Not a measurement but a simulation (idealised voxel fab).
The name of this process module is voxel tone inversion.
Cross-section cut: width 245 nm, square cells of 5 nm.
In this document a cross-section is written as a grid of square cells. It is given as a series of bands, listed from the top down, and a band is one or more rows of cells.
First you get the band's top height and its bottom height, in nm, and then the materials it's made of, left to right, with each width in nm. If you see a single material with "edge to edge", that one covers the band edge to edge. "air" is empty space.
Basically, 0 is our baseline, since under it the wafer straight out of the box is all one material. The bottom band has no lower end and keeps on going down, so it looks like "0 nm and below".
A two-number width, for instance "30->40", indicates that the width is equal to the first number in the top row of the band and to the second number in the bottom row, and that it changes by a constant amount per row of cells.
Take "remains unaltered" at face value: in the step it is given for, the cross-section changed in none of its cells.
If an empty space has no open way to the top and is at least 8 cells in size, "Closed cavities" lists it, written width x height at distance, where distance is measured from the left edge and every value is in nm.
Post-settings text on a step line: simulator's own remark regarding the step.
On any step carrying a mask, the "overlay nm" setting, if present on the step's line, tells how far right of its planned place the mask lay; negative values point to the left.
Steps in the process plan:
1,RECEIVE,material Si
2,CONFORMAL_DEP,material SiN,thk nm 10
3,DIRECTIONAL_DEP,material polySi,thk nm 15
4,PATTERN,tone cover,mask id POSTS,material resist,width nm 20,pitch nm 45,thk nm 20,overlay nm 0
5,DIRECTIONAL_ETCH,etch materials polySi,depth nm 15
6,STRIP,etch materials resist
7,FILL_DEP,material SiO2,thk nm 10
8,CMP,height nm 25
9,STRIP,etch materials polySi
10,CONFORMAL_DEP,material TiN,thk nm 5
11,FILL_DEP,material Cu,thk nm 5
12,CMP,height nm 25
13,CONFORMAL_DEP,material SiCN,thk nm 5
Below: the first of two wafers, run as planned:
Cross-section of the wafer as it came to us, i.e., already through step 1:
0 nm and below  Si edge to edge
Closed cavities: none
After step 2, in cross-section:
10 nm to 0 nm  SiN edge to edge
Unchanged below 0.
After step 3, in cross-section:
25 nm to 10 nm  polySi edge to edge
Unchanged below 10.
After step 4, in cross-section:
45 nm to 25 nm  air 65 nm | resist 20 nm | air 25 nm | resist 20 nm | air 25 nm | resist 20 nm | air 70 nm
Unchanged below 25.
After step 5, in cross-section:
45 nm to 25 nm  air 65 nm | resist 20 nm | air 25 nm | resist 20 nm | air 25 nm | resist 20 nm | air 70 nm
25 nm to 10 nm  air 65 nm | polySi 20 nm | air 25 nm | polySi 20 nm | air 25 nm | polySi 20 nm | air 70 nm
Unchanged below 10.
After step 6, in cross-section:
25 nm to 10 nm  air 65 nm | polySi 20 nm | air 25 nm | polySi 20 nm | air 25 nm | polySi 20 nm | air 70 nm
Unchanged below 10.
After step 7, in cross-section:
35 nm to 25 nm  SiO2 edge to edge
25 nm to 10 nm  SiO2 65 nm | polySi 20 nm | SiO2 25 nm | polySi 20 nm | SiO2 25 nm | polySi 20 nm | SiO2 70 nm
Unchanged below 10.
After step 8, in cross-section:
25 nm to 10 nm  SiO2 65 nm | polySi 20 nm | SiO2 25 nm | polySi 20 nm | SiO2 25 nm | polySi 20 nm | SiO2 70 nm
Unchanged below 10.
After step 9, in cross-section:
25 nm to 10 nm  SiO2 65 nm | air 20 nm | SiO2 25 nm | air 20 nm | SiO2 25 nm | air 20 nm | SiO2 70 nm
Unchanged below 10.
After step 10, in cross-section:
30 nm to 25 nm  TiN 70 nm | air 10 nm | TiN 35 nm | air 10 nm | TiN 35 nm | air 10 nm | TiN 75 nm
25 nm to 15 nm  SiO2 65 nm | TiN 5 nm | air 10 nm | TiN 5 nm | SiO2 25 nm | TiN 5 nm | air 10 nm | TiN 5 nm | SiO2 25 nm | TiN 5 nm | air 10 nm | TiN 5 nm | SiO2 70 nm
15 nm to 10 nm  SiO2 65 nm | TiN 20 nm | SiO2 25 nm | TiN 20 nm | SiO2 25 nm | TiN 20 nm | SiO2 70 nm
Unchanged below 10.
After step 11, in cross-section:
35 nm to 30 nm  Cu edge to edge
30 nm to 25 nm  TiN 70 nm | Cu 10 nm | TiN 35 nm | Cu 10 nm | TiN 35 nm | Cu 10 nm | TiN 75 nm
25 nm to 15 nm  SiO2 65 nm | TiN 5 nm | Cu 10 nm | TiN 5 nm | SiO2 25 nm | TiN 5 nm | Cu 10 nm | TiN 5 nm | SiO2 25 nm | TiN 5 nm | Cu 10 nm | TiN 5 nm | SiO2 70 nm
Unchanged below 15.
After step 12, in cross-section:
25 nm to 15 nm  SiO2 65 nm | TiN 5 nm | Cu 10 nm | TiN 5 nm | SiO2 25 nm | TiN 5 nm | Cu 10 nm | TiN 5 nm | SiO2 25 nm | TiN 5 nm | Cu 10 nm | TiN 5 nm | SiO2 70 nm
Unchanged below 15.
After step 13, in cross-section:
30 nm to 25 nm  SiCN edge to edge
Unchanged below 25.
Regarding the second of the two wafers: it shared the first wafer's starting condition and process plan, yet one error occurred during its execution. Its history coincides with that of the first wafer up to and including step 7:
Cross-section of the second wafer corresponding to the planned conclusion of step 8:
25 nm to 10 nm  SiO2 65 nm | polySi 20 nm | SiO2 25 nm | polySi 20 nm | SiO2 25 nm | polySi 20 nm | SiO2 70 nm
Unchanged below 10.
Cross-section of the second wafer corresponding to the planned conclusion of step 9:
25 nm to 10 nm  SiO2 65 nm | air 20 nm | SiO2 25 nm | air 20 nm | SiO2 25 nm | air 20 nm | SiO2 70 nm
Unchanged below 10.
Cross-section of the second wafer corresponding to the planned conclusion of step 10:
30 nm to 25 nm  TiN 70 nm | air 10 nm | TiN 35 nm | air 10 nm | TiN 35 nm | air 10 nm | TiN 75 nm
25 nm to 15 nm  SiO2 65 nm | TiN 5 nm | air 10 nm | TiN 5 nm | SiO2 25 nm | TiN 5 nm | air 10 nm | TiN 5 nm | SiO2 25 nm | TiN 5 nm | air 10 nm | TiN 5 nm | SiO2 70 nm
15 nm to 10 nm  SiO2 65 nm | TiN 20 nm | SiO2 25 nm | TiN 20 nm | SiO2 25 nm | TiN 20 nm | SiO2 70 nm
Unchanged below 10.
Cross-section of the second wafer corresponding to the planned conclusion of step 11:
35 nm to 30 nm  Cu edge to edge
30 nm to 25 nm  TiN 70 nm | Cu 10 nm | TiN 35 nm | Cu 10 nm | TiN 35 nm | Cu 10 nm | TiN 75 nm
25 nm to 15 nm  SiO2 65 nm | TiN 5 nm | Cu 10 nm | TiN 5 nm | SiO2 25 nm | TiN 5 nm | Cu 10 nm | TiN 5 nm | SiO2 25 nm | TiN 5 nm | Cu 10 nm | TiN 5 nm | SiO2 70 nm
Unchanged below 15.
Cross-section of the second wafer corresponding to the planned conclusion of step 12:
25 nm to 15 nm  SiO2 65 nm | TiN 5 nm | Cu 10 nm | TiN 5 nm | SiO2 25 nm | TiN 5 nm | Cu 10 nm | TiN 5 nm | SiO2 25 nm | TiN 5 nm | Cu 10 nm | TiN 5 nm | SiO2 70 nm
Unchanged below 15.
Cross-section of the second wafer corresponding to the planned conclusion of step 13:
30 nm to 25 nm  SiCN edge to edge
Unchanged below 25.
Finding, execution versus plan: the plan had its step 8 run twice
Upon completion, the cross-sectional profiles of the two wafers are identical; consequently, the error exerts no influence on the quantities computed by this model.
